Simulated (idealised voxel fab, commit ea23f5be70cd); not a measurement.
Module name: voxel transistor to metal (process module)
We display cut, a cross-section 215 nm in width whose square cells are each 5 nm.
Just so we're on the same page, the cross-sections are grids of square cells, and they're listed out in bands top to bottom, each band one or more rows deep.
Heights first: top, then bottom, in nm. Then materials, left to right, each with a width in nm. "full width" on a single material: fills the band edge to edge. "blank": empty space.
Heights are measured from 0, the level below which the as-received wafer is all one material; the lowest band has no bottom and continues downward, written as in "0 -> down".
Per-row width for "30..40": begins at first number (top row of band), ends at second number (bottom row), increment between rows held constant.
The cross-section has no changed cell in any step marked "stayed the same".
"Closed void listing" enumerates empty spaces isolated from the top, with no open way to it, that contain at least 8 cells, giving each as width x height at distance from the left edge, all three in nm.
after a step's settings: what the simulator itself notes on the step
overlay nm: how far to the right of its planned place the mask lay on this masked step (negative: to the left).
THESE ARE THE STEPS WE PLANNED FOR THE PROCESS
1) RECEIVE: material Si
2) CONFORMAL_DEP: material SiO2, thk nm 5
3) CONFORMAL_DEP: material SiN, thk nm 10
4) PATTERN: tone cover, mask id ACTIVE, material resist, width nm 110, thk nm 15, overlay nm 0
5) DIRECTIONAL_ETCH: etch materials SiN, depth nm 10
6) DIRECTIONAL_ETCH: etch materials SiO2, depth nm 5
7) DIRECTIONAL_ETCH: etch materials Si, depth nm 20
8) STRIP: etch materials resist
9) OXIDIZE: depth nm 5
10) FILL_DEP: material SiO2, thk nm 15
11) CMP: height nm 15
12) SELECTIVE_ETCH: etch materials SiO2, depth nm 5
13) STRIP: etch materials SiN
14) SELECTIVE_ETCH: etch materials SiO2, depth nm 5
15) OXIDIZE: depth nm 5
16) DIRECTIONAL_DEP: material polySi, thk nm 30
17) DIRECTIONAL_DEP: material SiCN, thk nm 10
18) PATTERN: tone cover, mask id GATE, material resist, width nm 20, thk nm 15, overlay nm 0
19) DIRECTIONAL_ETCH: etch materials SiCN, depth nm 20
20) DIRECTIONAL_ETCH: etch materials polySi, depth nm 40
21) STRIP: etch materials resist
22) CONFORMAL_DEP: material SiN, thk nm 10
23) DIRECTIONAL_ETCH: etch materials SiN, depth nm 10
24) DIRECTIONAL_ETCH: etch materials SiO2, depth nm 5
25) DIRECTIONAL_ETCH: etch materials Si, depth nm 10
26) EPI: material pSi, thk nm 10
27) FILL_DEP: material SiO2, thk nm 5
28) CMP: height nm 40
29) DIRECTIONAL_DEP: material SiO2, thk nm 10
30) PATTERN: tone open, mask id CONTACT, material resist, width nm 20, pitch nm 80, thk nm 20, overlay nm 0
31) DIRECTIONAL_ETCH: etch materials SiO2, depth nm 55
32) STRIP: etch materials resist
33) CONFORMAL_DEP: material TiN, thk nm 5
34) FILL_DEP: material Ru, thk nm 5
35) CMP: height nm 50
36) CONFORMAL_DEP: material SiCN, thk nm 5
37) DIRECTIONAL_DEP: material lowk, thk nm 20
38) PATTERN: tone open, mask id METAL_1, material resist, width nm 15, pitch nm 80, thk nm 15, overlay nm 0
39) DIRECTIONAL_ETCH: etch materials lowk, depth nm 20
40) DIRECTIONAL_ETCH: etch materials SiCN, depth nm 5
41) STRIP: etch materials resist
42) CONFORMAL_DEP: material TiN, thk nm 5
43) FILL_DEP: material Cu, thk nm 10
44) CMP: height nm 75
45) CONFORMAL_DEP: material SiCN, thk nm 5
46) DIRECTIONAL_DEP: material SiO2, thk nm 35
47) DIRECTIONAL_DEP: material aC, thk nm 15
48) PATTERN: tone open, mask id METAL_2_HOLES, material resist, width nm 15, pitch nm 80, thk nm 35, overlay nm 0
49) DIRECTIONAL_ETCH: etch materials aC, depth nm 15
50) STRIP: etch materials resist
51) DIRECTIONAL_ETCH: etch materials SiO2, depth nm 35
52) STRIP: etch materials aC
53) MASKED_ETCH: tone open, mask id METAL_2, width nm 20, pitch nm 80, etch materials SiO2, depth nm 20, overlay nm 0
54) MASKED_ETCH: tone open, mask id METAL_2, width nm 20, pitch nm 80, etch materials SiCN, depth nm 5, overlay nm 0
55) CONFORMAL_DEP: material TiN, thk nm 5
56) FILL_DEP: material Ru, thk nm 5
57) CMP: height nm 115
58) CONFORMAL_DEP: material SiCN, thk nm 5
Wafers differ in width nm at step 38; plan lists the first wafer's value; identical starting state.
THE FIRST OF SEVERAL WAFERS AS RECEIVED, SHOWN IN CROSS-SECTION; THIS IS ITS STATE AFTER STEP 1
	0 -> down: Si full width
	Closed void listing: none
WAFER ROWS, END OF MODULE: CELLS PER MATERIAL GAINED (+) OR LOST (-) SINCE RECEIPT; CLOSED VOIDS LAST
width nm 15, +8 Cu, +60 Ru, -159 Si, +125 SiCN, +36 SiN, +652 SiO2, +106 TiN, +148 lowk, +32 pSi, +24 polySi, Closed void listing: none
width nm 20, +16 Cu, +60 Ru, -159 Si, +123 SiCN, +36 SiN, +652 SiO2, +108 TiN, +140 lowk, +32 pSi, +24 polySi, Closed void listing: none
width nm 25, +24 Cu, +60 Ru, -159 Si, +121 SiCN, +36 SiN, +652 SiO2, +110 TiN, +132 lowk, +32 pSi, +24 polySi, Closed void listing: none
width nm 30, +32 Cu, +60 Ru, -159 Si, +119 SiCN, +36 SiN, +652 SiO2, +112 TiN, +124 lowk, +32 pSi, +24 polySi, Closed void listing: none
width nm 35, +40 Cu, +60 Ru, -159 Si, +117 SiCN, +36 SiN, +652 SiO2, +114 TiN, +116 lowk, +32 pSi, +24 polySi, Closed void listing: none
